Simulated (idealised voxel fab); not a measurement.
Title: Process Module voxel transistor to metal
Xsec cut, 265 nm wide, square cell size 5 nm.
This document writes a cross-section as a grid whose cells are square, and gives it as bands, listed from the top down; one or more rows of cells form a band.
Top, bottom (nm), then materials left to right with widths (nm); lone material tagged "full width" fills the whole band edge to edge; "blank" = empty space.
Counting heights begins at 0, where everything beneath is, in the wafer as received, one material. The lowest band has no bottom; it goes on downwards, as "0 nm and below" shows.
It should be noted that a width expressed as "30..40" varies in equal increments from row to row of cells within the band, taking the value of the first number at the top row and that of the second number at the bottom row.
Reading "everything unchanged" for a step: not a cell of the cross-section changed in it.
Sealed-off cavities: empty space of 8 cells or more with no open way to the top, each as width x height at its distance from the left edge, in nm
If you see something after the settings on a step's line, that's the simulator's own remark about that step.
A step's line can hold "overlay nm"; with a mask on that step, the setting says how far right of the planned place the mask lay, while a negative setting says it lay to the left.

### The process steps that were planned are listed below
1,RECEIVE: material Si
2,CONFORMAL_DEP: material SiO2, thk nm 5
3,CONFORMAL_DEP: material SiN, thk nm 10
4,DIRECTIONAL_DEP: material aC, thk nm 10
5,PATTERN: tone cover, mask id ACTIVE, material resist, width nm 105, pitch nm 125, thk nm 30, overlay nm 0
6,DIRECTIONAL_ETCH: etch materials aC, depth nm 10
7,STRIP: etch materials resist
8,DIRECTIONAL_ETCH: etch materials SiN, depth nm 10
9,DIRECTIONAL_ETCH: etch materials SiO2, depth nm 5
10,DIRECTIONAL_ETCH: etch materials Si, depth nm 35
11,STRIP: etch materials aC
12,FILL_DEP: material SiO2, thk nm 10
13,CMP: height nm 15
14,SELECTIVE_ETCH: etch materials SiO2, depth nm 5
15,STRIP: etch materials SiN
16,SELECTIVE_ETCH: etch materials SiO2, depth nm 5
17,OXIDIZE: depth nm 5
18,DIRECTIONAL_DEP: material polySi, thk nm 25
19,DIRECTIONAL_DEP: material SiCN, thk nm 15
20,MASKED_ETCH: tone cover, mask id GATE, width nm 25, pitch nm 125, etch materials SiCN, depth nm 25, overlay nm 0
21,MASKED_ETCH: tone cover, mask id GATE, width nm 15, pitch nm 125, etch materials polySi, depth nm 35, overlay nm 0
22,CONFORMAL_DEP: material SiN, thk nm 5
23,DIRECTIONAL_ETCH: etch materials SiN, depth nm 5
24,DIRECTIONAL_ETCH: etch materials SiO2, depth nm 5
25,EPI: material nSi, thk nm 5
26,FILL_DEP: material SiO2, thk nm 10
27,CMP: height nm 25
28,STRIP: etch materials polySi
29,SELECTIVE_ETCH: etch materials SiO2, depth nm 5
30,CONFORMAL_DEP: material HfO2, thk nm 5
31,CONFORMAL_DEP: material TiN, thk nm 5
32,FILL_DEP: material W, thk nm 10
33,CMP: height nm 20
34,DIRECTIONAL_DEP: material SiO2, thk nm 10
35,PATTERN: tone open, mask id CONTACT, material resist, width nm 15, thk nm 20, overlay nm 0
36,DIRECTIONAL_ETCH: etch materials SiO2, depth nm 30
37,STRIP: etch materials resist
38,CONFORMAL_DEP: material TiN, thk nm 5
39,FILL_DEP: material Ru, thk nm 10
40,CMP: height nm 30
41,CONFORMAL_DEP: material SiN, thk nm 5
42,DIRECTIONAL_DEP: material lowk, thk nm 15
43,PATTERN: tone open, mask id METAL_1, material resist, width nm 15, thk nm 15, overlay nm 0
44,DIRECTIONAL_ETCH: etch materials lowk, depth nm 15
45,DIRECTIONAL_ETCH: etch materials SiN, depth nm 5
46,STRIP: etch materials resist
47,CONFORMAL_DEP: material TiN, thk nm 5
48,FILL_DEP: material Cu, thk nm 5
49,CMP: height nm 50
50,EPI: material Ru, thk nm 5
51,FILL_DEP: material SiCN, thk nm 5
It is noted that the wafers described herein are identical at the outset and are distinguished by the width nm of step 21; the value stated in the plan corresponds to the first wafer.

### So this is the first of several wafers, cross-sectioned as it came to us, meaning it's at the end of step 1
  0 nm and below: Si full width
  Sealed-off cavities: none

### Below is a per-wafer table. In it, each row describes the wafer at the end of the module by giving, for each material, the number of cells gained (+) or lost (-) since the wafer was received, and after that the closed voids of the wafer
width nm 15 | +12 Cu | +30 HfO2 | +40 Ru | -119 Si | +86 SiCN | +61 SiN | +263 SiO2 | +106 TiN | +6 W | +123 lowk | +28 nSi | Sealed-off cavities: none
width nm 20 | +12 Cu | +30 HfO2 | +40 Ru | -119 Si | +86 SiCN | +61 SiN | +263 SiO2 | +106 TiN | +6 W | +123 lowk | +28 nSi | Sealed-off cavities: none
width nm 25 | +12 Cu | +30 HfO2 | +40 Ru | -119 Si | +86 SiCN | +61 SiN | +263 SiO2 | +106 TiN | +6 W | +123 lowk | +28 nSi | Sealed-off cavities: none
width nm 30 | +12 Cu | +32 HfO2 | +40 Ru | -119 Si | +86 SiCN | +61 SiN | +255 SiO2 | +108 TiN | +12 W | +123 lowk | +26 nSi | Sealed-off cavities: none
width nm 35 | +12 Cu | +34 HfO2 | +40 Ru | -119 Si | +86 SiCN | +61 SiN | +247 SiO2 | +110 TiN | +18 W | +123 lowk | +24 nSi | Sealed-off cavities: none
